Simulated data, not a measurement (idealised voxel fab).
process module | voxel quadruple lines
cross-section cut | 280 nm wide | cells 5 nm
A cross-section is a grid of square cells, given in bands from the top down. A band is one or more rows of cells.
Each band's line starts with the height of the band's top and of its bottom, in nm. Then come its materials from left to right, each with its width in nm. One material with "throughout" fills the band from edge to edge. "air" is empty space.
Height 0 is the level under which the wafer as received is all one material. The lowest band goes on downwards, as in "0 down".
A width such as "30 to 40" changes by the same amount from each row of cells to the next, from the band's top row to its bottom row.
"no change" after a step means that no cell of the cross-section changed.
closed voids: empty space of 8 cells or more with no open way to the top, each as width x height at its distance from the left edge, in nm
after a step's settings: what the simulator itself notes on the step
overlay nm, on a step with a mask: how far to the right of its planned place the mask lay; to the left if negative
plan
1 op RECEIVE | material Si
2 op CONFORMAL_DEP | material SiO2 | thk nm 10
3 op DIRECTIONAL_DEP | material W | thk nm 15
4 op DIRECTIONAL_DEP | material polySi | thk nm 20
5 op DIRECTIONAL_DEP | material aC | thk nm 20
6 op PATTERN | tone cover | mask id MANDREL | material resist | width nm 30 | thk nm 25 | overlay nm 0
7 op DIRECTIONAL_ETCH | etch materials aC | depth nm 20
8 op STRIP | etch materials resist
9 op CONFORMAL_DEP | material SiO2 | thk nm 10
10 op DIRECTIONAL_ETCH | etch materials SiO2 | depth nm 10
11 op STRIP | etch materials aC
12 op DIRECTIONAL_ETCH | etch materials polySi | depth nm 20
13 op STRIP | etch materials SiO2
14 op CONFORMAL_DEP | material SiN | thk nm 10
15 op DIRECTIONAL_ETCH | etch materials SiN | depth nm 10
16 op STRIP | etch materials polySi
17 op DIRECTIONAL_ETCH | etch materials W | depth nm 15
18 op STRIP | etch materials SiN
as received, after step 1
  0 down: Si throughout
  closed voids: none
a wafer at the end: this start, this plan, one mistake
  15 to 0: air 105 | W 10 | air 10 | W 10 | air 10 | W 10 | air 10 | W 10 | air 105
  0 down: Si throughout
  closed voids: none
what went wrong: step 2 was left out
